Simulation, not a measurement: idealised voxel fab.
voxel released beams: a process module
FYI the section here is cut, 260 nm wide, cells are 5 nm squares.
If you're reading a cross-section in this doc, picture square cells in a grid; it comes to you as bands, top ones listed first down to the bottom, and a band can be one or more rows of cells. Each band's line starts with the height of the band's top and of its bottom, in nm. Then come its materials from left to right, each with its width in nm. One material with "throughout" fills the band from edge to edge. "blank" is empty space. Convention: height 0 is the level below which the wafer, as received, is all one material. The lowest band does not terminate at the bottom but continues downward, represented as "z 0 and below". It should be noted that a width expressed as "30->40" varies in equal increments from row to row of cells within the band, taking the value of the first number at the top row and that of the second number at the bottom row. The cross-section has no changed cell in any step marked "nothing different". Listed in "Closed void list": every empty space of 8 or more cells without an open way to the top. Form: width x height at distance, the distance being from the left edge, all in nm. Post-settings text on a step line: simulator's own remark regarding the step. overlay nm: mask offset rightward from planned place, masked step; negative means leftward offset.
## Process steps foreseen in the plan
1 RECEIVE with material Si
2 CONFORMAL_DEP with material Al2O3, thk nm 10
3 DIRECTIONAL_DEP with material SiO2, thk nm 20
4 MASKED_ETCH with tone open, mask id ANCHOR, width nm 45, etch materials SiO2, depth nm 20, overlay nm 0
5 CONFORMAL_DEP with material W, thk nm 15
6 MASKED_ETCH with tone cover, mask id BEAM, width nm 95, etch materials W, depth nm 15, overlay nm 0
7 STRIP with etch materials SiO2
## Incoming wafer in cross-section (state: after step 1)
- z 0 and below: Si throughout
- Closed void list: none
## Cross-sectional image of the first of two wafers at the end of the module, the run having proceeded as planned
- z 45 to 30: 80 nm blank, 20 nm W, 15 nm blank, 60 nm W, 85 nm blank
- z 30 to 25: 85 nm blank, 15 nm W, 15 nm blank, 15 nm W, 130 nm blank
- z 25 to 10: 85 nm blank, 45 nm W, 130 nm blank
- z 10 to 0: Al2O3 throughout
- z 0 and below: Si throughout
- Closed void list: none
## Cross-section, wafer two of two, end of module: same start and plan as wafer one, one error in execution
- z 30 to 10: 85 nm blank, 15 nm W, 15 nm blank, 15 nm W, 130 nm blank
- z 10 to 0: Al2O3 throughout
- z 0 and below: Si throughout
- Closed void list: none
Finding, execution versus plan: step 6 was run on a setting that differed from the plan, and what really ran there is MASKED_ETCH with tone open, mask id BEAM, width nm 95, etch materials W, depth nm 15, overlay nm 0
At the finish, the second wafer shows more or fewer cells for some materials than the first does: 57 fewer of W
